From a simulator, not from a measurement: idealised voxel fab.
The name of this process module is voxel wiring stack.
We display cut, a cross-section 200 nm in width whose square cells are each 5 nm.
Bands, listed from the top down, are how a cross-section gets written in this document; the cross-section itself is a grid of square cells, and a band is one or more rows of them. What a band's entry tells you: where the top is and where the bottom is, as heights in nm, and after that what lies inside, material by material from left to right, each with its width in nm. Empty space is written as the word "blank", and a single material marked with the word "all across" occupies the band from edge to edge. Heights from 0 (as-received wafer is one material below). Bottom band endless downward, as "z 0 and below". Per-row width for "30..40": begins at first number (top row of band), ends at second number (bottom row), increment between rows held constant. When a step is marked "nothing got changed", none of the cells in the cross-section changed during that step. "Fully sealed cavities": empty spaces of 8 cells or more with no open way to the top, each given as width x height at distance, distance from the left edge, all in nm. Heads up: the bit after the settings on a step's line is the simulator's remark on that step. overlay nm: on a step with a mask, how far right of its planned place the mask lay; negative means left.
[Process steps - plan]
| 1 | RECEIVE: material Si |
| 2 | CONFORMAL_DEP: material SiO2, thk nm 15 |
| 3 | CONFORMAL_DEP: material SiN, thk nm 5 |
| 4 | DIRECTIONAL_DEP: material SiO2, thk nm 15 |
| 5 | DIRECTIONAL_DEP: material aC, thk nm 15 |
| 6 | PATTERN: tone open, mask id METAL_1, material resist, width nm 25, pitch nm 55, thk nm 30, overlay nm 0 |
| 7 | DIRECTIONAL_ETCH: etch materials aC, depth nm 15 |
| 8 | STRIP: etch materials resist |
| 9 | DIRECTIONAL_ETCH: etch materials SiO2, depth nm 15 |
| 10 | DIRECTIONAL_ETCH: etch materials SiN, depth nm 5 |
| 11 | STRIP: etch materials aC |
| 12 | CONFORMAL_DEP: material TiN, thk nm 5 |
| 13 | FILL_DEP: material Cu, thk nm 5 |
| 14 | CMP: height nm 35 |
| 15 | EPI: material Ru, thk nm 5 |
| 16 | FILL_DEP: material SiCN, thk nm 5 |
| 17 | DIRECTIONAL_DEP: material lowk, thk nm 20 |
| 18 | DIRECTIONAL_DEP: material aC, thk nm 15 |
| 19 | PATTERN: tone open, mask id PLUG_1, material resist, width nm 15, pitch nm 110, thk nm 30, overlay nm 0 |
| 20 | DIRECTIONAL_ETCH: etch materials aC, depth nm 15 |
| 21 | STRIP: etch materials resist |
| 22 | DIRECTIONAL_ETCH: etch materials lowk, depth nm 20 |
| 23 | DIRECTIONAL_ETCH: etch materials SiCN, depth nm 5 |
| 24 | STRIP: etch materials aC |
| 25 | EPI: material Ru, thk nm 10 |
| 26 | EPI: material Ru, thk nm 10 |
| 27 | EPI: material Ru, thk nm 5 |
| 28 | CONFORMAL_DEP: material SiN, thk nm 5 |
| 29 | DIRECTIONAL_DEP: material lowk, thk nm 20 |
| 30 | MASKED_ETCH: tone open, mask id METAL_2, width nm 25, pitch nm 55, etch materials lowk, depth nm 20, overlay nm 0 |
| 31 | MASKED_ETCH: tone open, mask id METAL_2, width nm 25, pitch nm 55, etch materials SiN, depth nm 5, overlay nm 0 |
| 32 | CONFORMAL_DEP: material TiN, thk nm 5 |
| 33 | FILL_DEP: material Ru, thk nm 5 |
| 34 | CMP: height nm 90 |
| 35 | EPI: material Ru, thk nm 5 |
| 36 | FILL_DEP: material SiCN, thk nm 5 |
| 37 | DIRECTIONAL_DEP: material lowk, thk nm 30 |
| 38 | PATTERN: tone open, mask id METAL_3_HOLES, material resist, width nm 15, pitch nm 110, thk nm 15, overlay nm 0 |
| 39 | DIRECTIONAL_ETCH: etch materials lowk, depth nm 30 |
| 40 | STRIP: etch materials resist |
| 41 | MASKED_ETCH: tone open, mask id METAL_3, width nm 25, pitch nm 55, etch materials lowk, depth nm 15, overlay nm 0 |
| 42 | MASKED_ETCH: tone open, mask id METAL_3, width nm 25, pitch nm 55, etch materials SiCN, depth nm 5, overlay nm 0 |
| 43 | CONFORMAL_DEP: material TiN, thk nm 5 |
| 44 | FILL_DEP: material Cu, thk nm 10 |
| 45 | CMP: height nm 130 |
| 46 | CONFORMAL_DEP: material SiCN, thk nm 5 |
| 47 | DIRECTIONAL_DEP: material SiO2, thk nm 20 |
| 48 | MASKED_ETCH: tone open, mask id PLUG_3, width nm 15, pitch nm 110, etch materials SiO2, depth nm 20, overlay nm 0 |
| 49 | MASKED_ETCH: tone open, mask id PLUG_3, width nm 15, pitch nm 110, etch materials SiCN, depth nm 5, overlay nm 0 |
| 50 | EPI: material Ru, thk nm 10 |
| 51 | EPI: material Ru, thk nm 10 |
| 52 | EPI: material Ru, thk nm 5 |
| 53 | CONFORMAL_DEP: material SiN, thk nm 5 |
| 54 | DIRECTIONAL_DEP: material SiO2, thk nm 25 |
| 55 | PATTERN: tone open, mask id METAL_4, material resist, width nm 25, pitch nm 55, thk nm 20, overlay nm 0 |
| 56 | DIRECTIONAL_ETCH: etch materials SiO2, depth nm 25 |
| 57 | DIRECTIONAL_ETCH: etch materials SiN, depth nm 5 |
| 58 | STRIP: etch materials resist |
| 59 | CONFORMAL_DEP: material TiN, thk nm 5 |
| 60 | FILL_DEP: material Cu, thk nm 5 |
| 61 | CMP: height nm 185 |
| 62 | CONFORMAL_DEP: material SiN, thk nm 5 |
[Delivered wafer in cross-section: state after step 1]
- z 0 and below | Si all across
- Fully sealed cavities: none
[First of two wafers, end-of-module section, run followed plan]
- z 190 to 185 | SiN all across
- z 185 to 160 | SiO2 (30), then TiN (5), then Cu (15), then TiN (5), then SiO2 (30), then TiN (5), then Cu (15), then TiN (5), then SiO2 (30), then TiN (5), then Cu (15), then TiN (5), then SiO2 (35)
- z 160 to 155 | SiN (30), then TiN (25), then SiN (30), then TiN (25), then SiN (30), then TiN (25), then SiN (35)
- z 155 to 135 | SiO2 (30), then Ru (15), then SiO2 (95), then Ru (15), then SiO2 (45)
- z 135 to 130 | SiCN (30), then Ru (15), then SiCN (95), then Ru (15), then SiCN (45)
- z 130 to 120 | lowk (30), then TiN (5), then Cu (15), then TiN (5), then lowk (30), then TiN (5), then Cu (15), then TiN (5), then lowk (30), then TiN (5), then Cu (15), then TiN (5), then lowk (35)
- z 120 to 115 | lowk (30), then TiN (5), then Cu (5), then TiN (15), then lowk (30), then TiN (25), then lowk (30), then TiN (5), then Cu (5), then TiN (15), then lowk (35)
- z 115 to 100 | lowk (30), then TiN (5), then Cu (5), then TiN (5), then lowk (95), then TiN (5), then Cu (5), then TiN (5), then lowk (45)
- z 100 to 95 | SiCN (30), then TiN (15), then SiCN (95), then TiN (15), then SiCN (45)
- z 95 to 90 | SiCN (25), then Ru (35), then SiCN (20), then Ru (35), then SiCN (20), then Ru (35), then SiCN (30)
- z 90 to 70 | lowk (30), then TiN (5), then Ru (15), then TiN (5), then lowk (30), then TiN (5), then Ru (15), then TiN (5), then lowk (30), then TiN (5), then Ru (15), then TiN (5), then lowk (35)
- z 70 to 65 | SiN (30), then TiN (25), then SiN (30), then TiN (25), then SiN (30), then TiN (25), then SiN (35)
- z 65 to 45 | lowk (30), then Ru (15), then lowk (95), then Ru (15), then lowk (45)
- z 45 to 40 | SiCN (30), then Ru (15), then SiCN (95), then Ru (15), then SiCN (45)
- z 40 to 35 | SiCN (25), then Ru (35), then SiCN (20), then Ru (35), then SiCN (20), then Ru (35), then SiCN (30)
- z 35 to 20 | SiO2 (30), then TiN (5), then Cu (15), then TiN (5), then SiO2 (30), then TiN (5), then Cu (15), then TiN (5), then SiO2 (30), then TiN (5), then Cu (15), then TiN (5), then SiO2 (35)
- z 20 to 15 | SiN (30), then TiN (25), then SiN (30), then TiN (25), then SiN (30), then TiN (25), then SiN (35)
- z 15 to 0 | SiO2 all across
- z 0 and below | Si all across
- Fully sealed cavities: none
[Cross-section of the latter of the two wafers at module completion. It had an identical start and an identical plan to the former; in running it, one mistake was made]
- z 190 to 185 | SiN all across
- z 185 to 160 | SiO2 (40), then TiN (5), then Cu (15), then TiN (5), then SiO2 (30), then TiN (5), then Cu (15), then TiN (5), then SiO2 (30), then TiN (5), then Cu (15), then TiN (5), then SiO2 (25)
- z 160 to 155 | SiN (40), then TiN (25), then SiN (30), then TiN (25), then SiN (30), then TiN (25), then SiN (25)
- z 155 to 135 | SiO2 (30), then Ru (15), then SiO2 (95), then Ru (15), then SiO2 (45)
- z 135 to 130 | SiCN (30), then Ru (15), then SiCN (95), then Ru (15), then SiCN (45)
- z 130 to 120 | lowk (30), then TiN (5), then Cu (15), then TiN (5), then lowk (30), then TiN (5), then Cu (15), then TiN (5), then lowk (30), then TiN (5), then Cu (15), then TiN (5), then lowk (35)
- z 120 to 115 | lowk (30), then TiN (5), then Cu (5), then TiN (15), then lowk (30), then TiN (25), then lowk (30), then TiN (5), then Cu (5), then TiN (15), then lowk (35)
- z 115 to 100 | lowk (30), then TiN (5), then Cu (5), then TiN (5), then lowk (95), then TiN (5), then Cu (5), then TiN (5), then lowk (45)
- z 100 to 95 | SiCN (30), then TiN (15), then SiCN (95), then TiN (15), then SiCN (45)
- z 95 to 90 | SiCN (25), then Ru (35), then SiCN (20), then Ru (35), then SiCN (20), then Ru (35), then SiCN (30)
- z 90 to 70 | lowk (30), then TiN (5), then Ru (15), then TiN (5), then lowk (30), then TiN (5), then Ru (15), then TiN (5), then lowk (30), then TiN (5), then Ru (15), then TiN (5), then lowk (35)
- z 70 to 65 | SiN (30), then TiN (25), then SiN (30), then TiN (25), then SiN (30), then TiN (25), then SiN (35)
- z 65 to 45 | lowk (30), then Ru (15), then lowk (95), then Ru (15), then lowk (45)
- z 45 to 40 | SiCN (30), then Ru (15), then SiCN (95), then Ru (15), then SiCN (45)
- z 40 to 35 | SiCN (25), then Ru (35), then SiCN (20), then Ru (35), then SiCN (20), then Ru (35), then SiCN (30)
- z 35 to 20 | SiO2 (30), then TiN (5), then Cu (15), then TiN (5), then SiO2 (30), then TiN (5), then Cu (15), then TiN (5), then SiO2 (30), then TiN (5), then Cu (15), then TiN (5), then SiO2 (35)
- z 20 to 15 | SiN (30), then TiN (25), then SiN (30), then TiN (25), then SiN (30), then TiN (25), then SiN (35)
- z 15 to 0 | SiO2 all across
- z 0 and below | Si all across
- Fully sealed cavities: none
The mistake made against the process plan was this: step 55 was not run as planned; what actually ran was PATTERN: tone open, mask id METAL_4, material resist, width nm 25, pitch nm 55, thk nm 20, overlay nm 10
Heads up: at the end the two wafers have identical cell counts per material, they're just laid out differently.
